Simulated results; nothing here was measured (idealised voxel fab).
process module | voxel self aligned contacts
cross-section cut | 280 nm wide | cells 5 nm
A cross-section is a grid of square cells, given in bands from the top down. A band is one or more rows of cells.
Each band's line starts with the height of the band's top and of its bottom, in nm. Then come its materials from left to right, each with its width in nm. One material with "throughout" fills the band from edge to edge. "air" is empty space.
Height 0 is the level under which the wafer as received is all one material. The lowest band goes on downwards, as in "0 down".
A width such as "30 to 40" changes by the same amount from each row of cells to the next, from the band's top row to its bottom row.
"no change" after a step means that no cell of the cross-section changed.
closed voids: empty space of 8 cells or more with no open way to the top, each as width x height at its distance from the left edge, in nm
after a step's settings: what the simulator itself notes on the step
overlay nm, on a step with a mask: how far to the right of its planned place the mask lay; to the left if negative
plan
1 op RECEIVE | material Si
2 op OXIDIZE | depth nm 5
3 op DIRECTIONAL_DEP | material polySi | thk nm 20
4 op DIRECTIONAL_DEP | material SiN | thk nm 25
5 op DIRECTIONAL_DEP | material aC | thk nm 10
6 op PATTERN | tone cover | mask id GATE | material resist | width nm 30 | pitch nm 75 | thk nm 25 | overlay nm 0
7 op DIRECTIONAL_ETCH | etch materials aC | depth nm 10
8 op STRIP | etch materials resist
9 op DIRECTIONAL_ETCH | etch materials SiN | depth nm 25
10 op DIRECTIONAL_ETCH | etch materials polySi | depth nm 20
11 op STRIP | etch materials aC
12 op CONFORMAL_DEP | material SiN | thk nm 10
13 op DIRECTIONAL_ETCH | etch materials SiN | depth nm 10
14 op FILL_DEP | material SiO2 | thk nm 15
15 op CMP | height nm 55
16 op PATTERN | tone open | mask id CONTACT | material resist | width nm 55 | thk nm 15 | overlay nm 0
17 op DIRECTIONAL_ETCH | etch materials SiO2 | depth nm 60
18 op STRIP | etch materials resist
19 op CONFORMAL_DEP | material TiN | thk nm 5
20 op FILL_DEP | material W | thk nm 10
21 op CMP | height nm 55
22 op CONFORMAL_DEP | material SiCN | thk nm 5
first wafer, as planned
as received, after step 1
  0 down: Si throughout
  closed voids: none
after step 2
  0 to -5: SiO2 throughout
  below -5: unchanged
after step 3
  20 to 0: polySi throughout
  below 0: unchanged
after step 4
  45 to 20: SiN throughout
  below 20: unchanged
after step 5
  55 to 45: aC throughout
  below 45: unchanged
after step 6
  80 to 55: air 85 | resist 30 | air 45 | resist 30 | air 90
  below 55: unchanged
after step 7
  70 to 55: air 85 | resist 30 | air 45 | resist 30 | air 90
  55 to 45: air 85 | aC 30 | air 45 | aC 30 | air 90
  below 45: unchanged
after step 8
  55 to 45: air 85 | aC 30 | air 45 | aC 30 | air 90
  below 45: unchanged
after step 9
  55 to 45: air 85 | aC 30 | air 45 | aC 30 | air 90
  45 to 20: air 85 | SiN 30 | air 45 | SiN 30 | air 90
  below 20: unchanged
after step 10
  55 to 45: air 85 | aC 30 | air 45 | aC 30 | air 90
  45 to 20: air 85 | SiN 30 | air 45 | SiN 30 | air 90
  20 to 0: air 85 | polySi 30 | air 45 | polySi 30 | air 90
  below 0: unchanged
after step 11
  45 to 20: air 85 | SiN 30 | air 45 | SiN 30 | air 90
  below 20: unchanged
after step 12
  55 to 20: air 75 | SiN 50 | air 25 | SiN 50 | air 80
  20 to 10: air 75 | SiN 10 | polySi 30 | SiN 10 | air 25 | SiN 10 | polySi 30 | SiN 10 | air 80
  10 to 0: SiN 85 | polySi 30 | SiN 45 | polySi 30 | SiN 90
  below 0: unchanged
after step 13
  45 to 20: air 75 | SiN 50 | air 25 | SiN 50 | air 80
  20 to 0: air 75 | SiN 10 | polySi 30 | SiN 10 | air 25 | SiN 10 | polySi 30 | SiN 10 | air 80
  below 0: unchanged
after step 14
  60 to 45: SiO2 throughout
  45 to 20: SiO2 75 | SiN 50 | SiO2 25 | SiN 50 | SiO2 80
  20 to 0: SiO2 75 | SiN 10 | polySi 30 | SiN 10 | SiO2 25 | SiN 10 | polySi 30 | SiN 10 | SiO2 80
  below 0: unchanged
after step 15
  55 to 45: SiO2 throughout
  below 45: unchanged
after step 16
  70 to 55: resist 110 | air 55 | resist 115
  below 55: unchanged
after step 17
  70 to 55: resist 110 | air 55 | resist 115
  55 to 45: SiO2 110 | air 55 | SiO2 115
  45 to 20: SiO2 75 | SiN 50 | air 25 | SiN 50 | SiO2 80
  20 to 0: SiO2 75 | SiN 10 | polySi 30 | SiN 10 | air 25 | SiN 10 | polySi 30 | SiN 10 | SiO2 80
  0 to -5: SiO2 125 | air 25 | SiO2 130
  below -5: unchanged
after step 18
  55 to 45: SiO2 110 | air 55 | SiO2 115
  below 45: unchanged
after step 19
  60 to 55: TiN 115 | air 45 | TiN 120
  55 to 45: SiO2 110 | TiN 5 to 20 | air 45 to 15 | TiN 5 to 20 | SiO2 115
  45 to 20: SiO2 75 | SiN 50 | TiN 5 | air 15 | TiN 5 | SiN 50 | SiO2 80
  20 to 0: SiO2 75 | SiN 10 | polySi 30 | SiN 10 | TiN 5 | air 15 | TiN 5 | SiN 10 | polySi 30 | SiN 10 | SiO2 80
  0 to -5: SiO2 125 | TiN 25 | SiO2 130
  below -5: unchanged
after step 20
  70 to 60: W throughout
  60 to 55: TiN 115 | W 45 | TiN 120
  55 to 45: SiO2 110 | TiN 5 to 20 | W 45 to 15 | TiN 5 to 20 | SiO2 115
  45 to 20: SiO2 75 | SiN 50 | TiN 5 | W 15 | TiN 5 | SiN 50 | SiO2 80
  20 to 0: SiO2 75 | SiN 10 | polySi 30 | SiN 10 | TiN 5 | W 15 | TiN 5 | SiN 10 | polySi 30 | SiN 10 | SiO2 80
  below 0: unchanged
after step 21
  55 to 45: SiO2 110 | TiN 5 to 20 | W 45 to 15 | TiN 5 to 20 | SiO2 115
  below 45: unchanged
after step 22
  60 to 55: SiCN throughout
  below 55: unchanged
second wafer: like start, like plan, one mistake. Through step 2 it matches the first wafer
when step 3 should have ended
  40 to 0: polySi throughout
  below 0: unchanged
when step 4 should have ended
  65 to 40: SiN throughout
  below 40: unchanged
when step 5 should have ended
  75 to 65: aC throughout
  below 65: unchanged
when step 6 should have ended
  100 to 75: air 85 | resist 30 | air 45 | resist 30 | air 90
  below 75: unchanged
when step 7 should have ended
  90 to 75: air 85 | resist 30 | air 45 | resist 30 | air 90
  75 to 65: air 85 | aC 30 | air 45 | aC 30 | air 90
  below 65: unchanged
when step 8 should have ended
  75 to 65: air 85 | aC 30 | air 45 | aC 30 | air 90
  below 65: unchanged
when step 9 should have ended
  75 to 65: air 85 | aC 30 | air 45 | aC 30 | air 90
  65 to 40: air 85 | SiN 30 | air 45 | SiN 30 | air 90
  below 40: unchanged
when step 10 should have ended
  75 to 65: air 85 | aC 30 | air 45 | aC 30 | air 90
  65 to 40: air 85 | SiN 30 | air 45 | SiN 30 | air 90
  40 to 20: air 85 | polySi 30 | air 45 | polySi 30 | air 90
  below 20: unchanged
when step 11 should have ended
  65 to 40: air 85 | SiN 30 | air 45 | SiN 30 | air 90
  below 40: unchanged
when step 12 should have ended
  75 to 40: air 75 | SiN 50 | air 25 | SiN 50 | air 80
  40 to 30: air 75 | SiN 10 | polySi 30 | SiN 10 | air 25 | SiN 10 | polySi 30 | SiN 10 | air 80
  30 to 20: SiN 85 | polySi 30 | SiN 45 | polySi 30 | SiN 90
  below 20: unchanged
when step 13 should have ended
  65 to 40: air 75 | SiN 50 | air 25 | SiN 50 | air 80
  40 to 20: air 75 | SiN 10 | polySi 30 | SiN 10 | air 25 | SiN 10 | polySi 30 | SiN 10 | air 80
  below 20: unchanged
when step 14 should have ended
  80 to 65: SiO2 throughout
  65 to 40: SiO2 75 | SiN 50 | SiO2 25 | SiN 50 | SiO2 80
  40 to 20: SiO2 75 | SiN 10 | polySi 30 | SiN 10 | SiO2 25 | SiN 10 | polySi 30 | SiN 10 | SiO2 80
  below 20: unchanged
when step 15 should have ended
  55 to 40: SiO2 75 | SiN 50 | SiO2 25 | SiN 50 | SiO2 80
  below 40: unchanged
when step 16 should have ended
  70 to 55: resist 110 | air 55 | resist 115
  below 55: unchanged
when step 17 should have ended
  70 to 55: resist 110 | air 55 | resist 115
  55 to 40: SiO2 75 | SiN 50 | air 25 | SiN 50 | SiO2 80
  40 to 20: SiO2 75 | SiN 10 | polySi 30 | SiN 10 | air 25 | SiN 10 | polySi 30 | SiN 10 | SiO2 80
  below 20: unchanged
when step 18 should have ended
  55 to 40: SiO2 75 | SiN 50 | air 25 | SiN 50 | SiO2 80
  below 40: unchanged
when step 19 should have ended
  60 to 55: TiN 130 | air 15 | TiN 135
  55 to 40: SiO2 75 | SiN 50 | TiN 5 | air 15 | TiN 5 | SiN 50 | SiO2 80
  40 to 25: SiO2 75 | SiN 10 | polySi 30 | SiN 10 | TiN 5 | air 15 | TiN 5 | SiN 10 | polySi 30 | SiN 10 | SiO2 80
  25 to 20: SiO2 75 | SiN 10 | polySi 30 | SiN 10 | TiN 25 | SiN 10 | polySi 30 | SiN 10 | SiO2 80
  below 20: unchanged
when step 20 should have ended
  70 to 60: W throughout
  60 to 55: TiN 130 | W 15 | TiN 135
  55 to 40: SiO2 75 | SiN 50 | TiN 5 | W 15 | TiN 5 | SiN 50 | SiO2 80
  40 to 25: SiO2 75 | SiN 10 | polySi 30 | SiN 10 | TiN 5 | W 15 | TiN 5 | SiN 10 | polySi 30 | SiN 10 | SiO2 80
  below 25: unchanged
when step 21 should have ended
  55 to 40: SiO2 75 | SiN 50 | TiN 5 | W 15 | TiN 5 | SiN 50 | SiO2 80
  below 40: unchanged
when step 22 should have ended
  60 to 55: SiCN throughout
  below 55: unchanged
what went wrong: step 3 was run twice
at the end the second wafer has, in cells: 40 fewer of SiN | 147 fewer of SiO2 | 16 fewer of TiN | 21 fewer of W | 224 more of polySi
